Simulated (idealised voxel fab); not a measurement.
process module | voxel released beams
cross-section cut | 195 nm wide | cells 5 nm
A cross-section is a grid of square cells, given in bands from the top down. A band is one or more rows of cells.
Each band's line starts with the height of the band's top and of its bottom, in nm. Then come its materials from left to right, each with its width in nm. One material with "throughout" fills the band from edge to edge. "air" is empty space.
Height 0 is the level under which the wafer as received is all one material. The lowest band goes on downwards, as in "0 down".
A width such as "30 to 40" changes by the same amount from each row of cells to the next, from the band's top row to its bottom row.
"no change" after a step means that no cell of the cross-section changed.
closed voids: empty space of 8 cells or more with no open way to the top, each as width x height at its distance from the left edge, in nm
after a step's settings: what the simulator itself notes on the step
overlay nm, on a step with a mask: how far to the right of its planned place the mask lay; to the left if negative
plan
1 op RECEIVE | material Si
2 op CONFORMAL_DEP | material SiN | thk nm 5
3 op DIRECTIONAL_DEP | material SiO2 | thk nm 15
4 op DIRECTIONAL_DEP | material aC | thk nm 10
5 op PATTERN | tone open | mask id ANCHOR | material resist | width nm 35 | thk nm 30 | overlay nm 0
6 op DIRECTIONAL_ETCH | etch materials aC | depth nm 10
7 op STRIP | etch materials resist
8 op DIRECTIONAL_ETCH | etch materials SiO2 | depth nm 15
9 op STRIP | etch materials aC
10 op CONFORMAL_DEP | material polySi | thk nm 15
11 op MASKED_ETCH | tone cover | mask id BEAM | width nm 120 | etch materials polySi | depth nm 15 | overlay nm 0
12 op STRIP | etch materials SiO2
first wafer, as planned
as received, after step 1
  0 down: Si throughout
  closed voids: none
after step 2
  5 to 0: SiN throughout
  below 0: unchanged
after step 3
  20 to 5: SiO2 throughout
  below 5: unchanged
after step 4
  30 to 20: aC throughout
  below 20: unchanged
after step 5
  60 to 30: resist 40 | air 35 | resist 120
  below 30: unchanged
after step 6
  50 to 30: resist 40 | air 35 | resist 120
  30 to 20: aC 40 | air 35 | aC 120
  below 20: unchanged
after step 7
  30 to 20: aC 40 | air 35 | aC 120
  below 20: unchanged
after step 8
  30 to 20: aC 40 | air 35 | aC 120
  20 to 5: SiO2 40 | air 35 | SiO2 120
  below 5: unchanged
after step 9
  20 to 5: SiO2 40 | air 35 | SiO2 120
  below 5: unchanged
after step 10
  35 to 20: polySi 55 | air 5 | polySi 135
  20 to 5: SiO2 40 | polySi 35 | SiO2 120
  below 5: unchanged
after step 11
  35 to 20: air 35 | polySi 20 | air 5 | polySi 95 | air 40
  below 20: unchanged
after step 12
  35 to 20: air 35 | polySi 20 | air 5 | polySi 95 | air 40
  20 to 5: air 40 | polySi 35 | air 120
  below 5: unchanged
second wafer: like start, like plan, one mistake. Through step 2 it matches the first wafer
when step 3 should have ended
  20 to 5: polySi throughout
  below 5: unchanged
when step 4 should have ended
  30 to 20: aC throughout
  below 20: unchanged
when step 5 should have ended
  60 to 30: resist 40 | air 35 | resist 120
  below 30: unchanged
when step 6 should have ended
  50 to 30: resist 40 | air 35 | resist 120
  30 to 20: aC 40 | air 35 | aC 120
  below 20: unchanged
when step 7 should have ended
  30 to 20: aC 40 | air 35 | aC 120
  below 20: unchanged
when step 8 should have ended: no change
when step 9 should have ended
  20 to 5: polySi throughout
  below 5: unchanged
when step 10 should have ended
  35 to 5: polySi throughout
  below 5: unchanged
when step 11 should have ended
  35 to 20: air 35 | polySi 120 | air 40
  below 20: unchanged
when step 12 should have ended: no change
what went wrong: step 3 ran as: op DIRECTIONAL_DEP | material polySi | thk nm 15
at the end the second wafer has, in cells: 99 more of polySi
